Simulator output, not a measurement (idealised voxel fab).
A process module follows: voxel wiring stack.
Square cells of 5 nm make up the cross-section cut, whose width is 275 nm.
When this document writes out a cross-section, it uses a grid of square cells and lists it as bands, beginning at the top and moving down, with a band standing for one or more rows of cells.
Basically the band line says how high the top is and how high the bottom is, in nm, and then what's in it from left to right, every material with its width in nm. Empty space shows up as "blank", and if a single material carries "full width" it runs the full band edge to edge.
Note: height 0 marks the level under which the wafer is uniformly one material as received. Lowest band unbounded below, written "top 0, no bottom".
It should be noted that a width expressed as "30 to 40" varies in equal increments from row to row of cells within the band, taking the value of the first number at the top row and that of the second number at the bottom row.
The designation "no alterations made", where it is given for a processing step, indicates that no cell of the cross-section was altered in the course of that step.
In "Voids lacking openings" the enclosed voids are listed, meaning empty spaces of 8 cells or larger without any opening to the top. The form is width x height at distance, distance from the left edge, units nm.
Text after the settings on a step's line: the simulator's own remark on that step.
Each step line may optionally specify "overlay nm", which for a step with a mask gives the rightward distance between the mask's planned place and where it lay, a negative value indicating the leftward direction.
[Set out below are the planned steps of the process]
1) RECEIVE [material Si]
2) CONFORMAL_DEP [material SiO2] [thk nm 15]
3) CONFORMAL_DEP [material SiCN] [thk nm 5]
4) DIRECTIONAL_DEP [material lowk] [thk nm 20]
5) MASKED_ETCH [tone open] [mask id METAL_1] [width nm 30] [pitch nm 55] [etch materials lowk] [depth nm 20] [overlay nm 0]
6) MASKED_ETCH [tone open] [mask id METAL_1] [width nm 30] [pitch nm 55] [etch materials SiCN] [depth nm 5] [overlay nm 0]
7) CONFORMAL_DEP [material TiN] [thk nm 5]
8) FILL_DEP [material Ru] [thk nm 5]
9) CMP [height nm 40]
10) CONFORMAL_DEP [material SiCN] [thk nm 5]
11) DIRECTIONAL_DEP [material lowk] [thk nm 25]
12) DIRECTIONAL_DEP [material aC] [thk nm 10]
13) PATTERN [tone open] [mask id METAL_2] [material resist] [width nm 30] [pitch nm 55] [thk nm 25] [overlay nm 0]
14) DIRECTIONAL_ETCH [etch materials aC] [depth nm 10]
15) STRIP [etch materials resist]
16) DIRECTIONAL_ETCH [etch materials lowk] [depth nm 15]
17) STRIP [etch materials aC]
18) DIRECTIONAL_DEP [material aC] [thk nm 15]
19) PATTERN [tone open] [mask id METAL_2_HOLES] [material resist] [width nm 15] [pitch nm 55] [thk nm 30] [overlay nm 0]
20) DIRECTIONAL_ETCH [etch materials aC] [depth nm 15]
21) STRIP [etch materials resist]
22) DIRECTIONAL_ETCH [etch materials lowk] [depth nm 10]
23) DIRECTIONAL_ETCH [etch materials SiCN] [depth nm 5]
24) STRIP [etch materials aC]
25) CONFORMAL_DEP [material TiN] [thk nm 5]
26) FILL_DEP [material Cu] [thk nm 10]
27) CMP [height nm 70]
28) CONFORMAL_DEP [material SiCN] [thk nm 5]
[Wafer at receipt (post step 1), cross-section]
> top 0, no bottom | Si full width
> Voids lacking openings: none
[Wafer cross-section at module end: first of two, run to plan]
> top 75, bottom 70 | SiCN full width
> top 70, bottom 60 | lowk=40, then TiN=5, then Cu=20, then TiN=5, then lowk=25, then TiN=5, then Cu=20, then TiN=5, then lowk=25, then TiN=5, then Cu=20, then TiN=5, then lowk=25, then TiN=5, then Cu=20, then TiN=5, then lowk=40
> top 60, bottom 55 | lowk=40, then TiN=5, then Cu=5, then TiN=20, then lowk=25, then TiN=5, then Cu=5, then TiN=20, then lowk=25, then TiN=5, then Cu=5, then TiN=20, then lowk=25, then TiN=5, then Cu=5, then TiN=20, then lowk=40
> top 55, bottom 45 | lowk=40, then TiN=5, then Cu=5, then TiN=5, then lowk=40, then TiN=5, then Cu=5, then TiN=5, then lowk=40, then TiN=5, then Cu=5, then TiN=5, then lowk=40, then TiN=5, then Cu=5, then TiN=5, then lowk=55
> top 45, bottom 40 | SiCN=40, then TiN=15, then SiCN=40, then TiN=15, then SiCN=40, then TiN=15, then SiCN=40, then TiN=15, then SiCN=55
> top 40, bottom 20 | lowk=40, then TiN=5, then Ru=20, then TiN=5, then lowk=25, then TiN=5, then Ru=20, then TiN=5, then lowk=25, then TiN=5, then Ru=20, then TiN=5, then lowk=25, then TiN=5, then Ru=20, then TiN=5, then lowk=40
> top 20, bottom 15 | SiCN=40, then TiN=30, then SiCN=25, then TiN=30, then SiCN=25, then TiN=30, then SiCN=25, then TiN=30, then SiCN=40
> top 15, bottom 0 | SiO2 full width
> top 0, no bottom | Si full width
> Voids lacking openings: none
[Second wafer cross-section at end of module - shared start and plan with the first, one mistake in the run]
> top 75, bottom 70 | SiCN full width
> top 70, bottom 60 | lowk=40, then TiN=5, then Cu=20, then TiN=5, then lowk=25, then TiN=5, then Cu=20, then TiN=5, then lowk=25, then TiN=5, then Cu=20, then TiN=5, then lowk=25, then TiN=5, then Cu=20, then TiN=5, then lowk=40
> top 60, bottom 55 | lowk=40, then TiN=5, then Cu=5, then TiN=20, then lowk=25, then TiN=5, then Cu=5, then TiN=20, then lowk=25, then TiN=5, then Cu=5, then TiN=20, then lowk=25, then TiN=5, then Cu=5, then TiN=20, then lowk=40
> top 55, bottom 45 | lowk=40, then TiN=5, then Cu=5, then TiN=5, then lowk=40, then TiN=5, then Cu=5, then TiN=5, then lowk=40, then TiN=5, then Cu=5, then TiN=5, then lowk=40, then TiN=5, then Cu=5, then TiN=5, then lowk=55
> top 45, bottom 35 | SiCN=40, then TiN=15 to 30, then SiCN=40 to 25, then TiN=15 to 30, then SiCN=40 to 25, then TiN=15 to 30, then SiCN=40 to 25, then TiN=15 to 30, then SiCN=55 to 40
> top 35, bottom 15 | lowk full width
> top 15, bottom 0 | SiO2 full width
> top 0, no bottom | Si full width
> Voids lacking openings: none
What was done differently from what was planned? steps 3 and 4 of the plan were run in the wrong order, each in the other's place
End of process, cell counts, second wafer against first, materials with more or fewer: 64 fewer of Ru; 32 fewer of TiN; 96 more of lowk
